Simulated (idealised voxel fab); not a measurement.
process module | voxel wiring stack
cross-section cut | 230 nm wide | cells 5 nm
A cross-section is a grid of square cells, given in bands from the top down. A band is one or more rows of cells.
Each band's line starts with the height of the band's top and of its bottom, in nm. Then come its materials from left to right, each with its width in nm. One material with "throughout" fills the band from edge to edge. "air" is empty space.
Height 0 is the level under which the wafer as received is all one material. The lowest band goes on downwards, as in "0 down".
A width such as "30 to 40" changes by the same amount from each row of cells to the next, from the band's top row to its bottom row.
"no change" after a step means that no cell of the cross-section changed.
closed voids: empty space of 8 cells or more with no open way to the top, each as width x height at its distance from the left edge, in nm
after a step's settings: what the simulator itself notes on the step
overlay nm, on a step with a mask: how far to the right of its planned place the mask lay; to the left if negative
plan
1 op RECEIVE | material Si
2 op CONFORMAL_DEP | material SiO2 | thk nm 10
3 op CONFORMAL_DEP | material SiCN | thk nm 5
4 op DIRECTIONAL_DEP | material SiO2 | thk nm 15
5 op MASKED_ETCH | tone open | mask id METAL_1 | width nm 20 | pitch nm 35 | etch materials SiO2 | depth nm 15 | overlay nm 0
6 op MASKED_ETCH | tone open | mask id METAL_1 | width nm 20 | pitch nm 35 | etch materials SiCN | depth nm 5 | overlay nm 0
7 op CONFORMAL_DEP | material TiN | thk nm 5
8 op FILL_DEP | material W | thk nm 5
9 op CMP | height nm 30
10 op EPI | material Ru | thk nm 5
11 op FILL_DEP | material SiCN | thk nm 5
12 op DIRECTIONAL_DEP | material lowk | thk nm 20
13 op MASKED_ETCH | tone open | mask id PLUG_1 | width nm 15 | pitch nm 35 | etch materials lowk | depth nm 20 | overlay nm 0
14 op MASKED_ETCH | tone open | mask id PLUG_1 | width nm 15 | pitch nm 35 | etch materials SiCN | depth nm 5 | overlay nm 0
15 op CONFORMAL_DEP | material TiN | thk nm 5
16 op FILL_DEP | material Cu | thk nm 10
17 op CMP | height nm 60
18 op DIRECTIONAL_DEP | material TiN | thk nm 5
19 op DIRECTIONAL_DEP | material W | thk nm 20
20 op PATTERN | tone cover | mask id METAL_2 | material resist | width nm 20 | pitch nm 35 | thk nm 15 | overlay nm 0
21 op DIRECTIONAL_ETCH | etch materials W | depth nm 20
22 op DIRECTIONAL_ETCH | etch materials TiN | depth nm 5
23 op STRIP | etch materials resist
24 op FILL_DEP | material lowk | thk nm 10
25 op CMP | height nm 85
26 op CONFORMAL_DEP | material SiCN | thk nm 5
27 op DIRECTIONAL_DEP | material SiO2 | thk nm 30
28 op DIRECTIONAL_DEP | material aC | thk nm 10
29 op PATTERN | tone open | mask id METAL_3_HOLES | material resist | width nm 15 | pitch nm 70 | thk nm 25 | overlay nm 0
30 op DIRECTIONAL_ETCH | etch materials aC | depth nm 10
31 op STRIP | etch materials resist
32 op DIRECTIONAL_ETCH | etch materials SiO2 | depth nm 30
33 op STRIP | etch materials aC
34 op PATTERN | tone open | mask id METAL_3 | material resist | width nm 20 | pitch nm 35 | thk nm 20 | overlay nm 0
35 op DIRECTIONAL_ETCH | etch materials SiO2 | depth nm 15
36 op DIRECTIONAL_ETCH | etch materials SiCN | depth nm 5
37 op STRIP | etch materials resist
38 op CONFORMAL_DEP | material TiN | thk nm 5
39 op FILL_DEP | material Cu | thk nm 5
40 op CMP | height nm 120
41 op CONFORMAL_DEP | material SiCN | thk nm 5
as received, after step 1
  0 down: Si throughout
  closed voids: none
a wafer at the end: this start, this plan, one mistake
  125 to 120: SiCN throughout
  120 to 110: SiO2 50 | TiN 5 | Cu 10 | TiN 5 | SiO2 15 | TiN 5 | Cu 10 | TiN 5 | SiO2 15 | TiN 5 | Cu 10 | TiN 5 | SiO2 15 | TiN 5 | Cu 10 | TiN 5 | SiO2 55
  110 to 105: SiO2 50 | TiN 5 | Cu 5 | TiN 10 | SiO2 15 | TiN 20 | SiO2 15 | TiN 5 | Cu 5 | TiN 10 | SiO2 15 | TiN 20 | SiO2 55
  105 to 90: SiO2 50 | TiN 5 | Cu 5 | TiN 5 | SiO2 55 | TiN 5 | Cu 5 | TiN 5 | SiO2 95
  90 to 85: SiCN 50 | TiN 15 | SiCN 55 | TiN 15 | SiCN 95
  85 to 65: lowk 50 | W 20 | lowk 15 | W 20 | lowk 15 | W 20 | lowk 15 | W 20 | lowk 55
  65 to 60: lowk 50 | TiN 20 | lowk 15 | TiN 20 | lowk 15 | TiN 20 | lowk 15 | TiN 20 | lowk 55
  60 to 55: SiCN 50 | TiN 15 | SiCN 20 | TiN 15 | SiCN 20 | TiN 15 | SiCN 20 | TiN 15 | SiCN 60
  55 to 50: SiCN 45 | lowk 30 | SiCN 5 | lowk 30 | SiCN 5 | lowk 30 | SiCN 5 | lowk 30 | SiCN 50
  50 to 35: lowk throughout
  35 to 30: lowk 45 | Ru 30 | lowk 5 | Ru 30 | lowk 5 | Ru 30 | lowk 5 | Ru 30 | lowk 50
  30 to 15: SiO2 50 | TiN 5 | W 10 | TiN 5 | SiO2 15 | TiN 5 | W 10 | TiN 5 | SiO2 15 | TiN 5 | W 10 | TiN 5 | SiO2 15 | TiN 5 | W 10 | TiN 5 | SiO2 55
  15 to 10: SiCN 50 | TiN 20 | SiCN 15 | TiN 20 | SiCN 15 | TiN 20 | SiCN 15 | TiN 20 | SiCN 55
  10 to 0: SiO2 throughout
  0 down: Si throughout
  closed voids: none
what went wrong: steps 11 and 12 were swapped
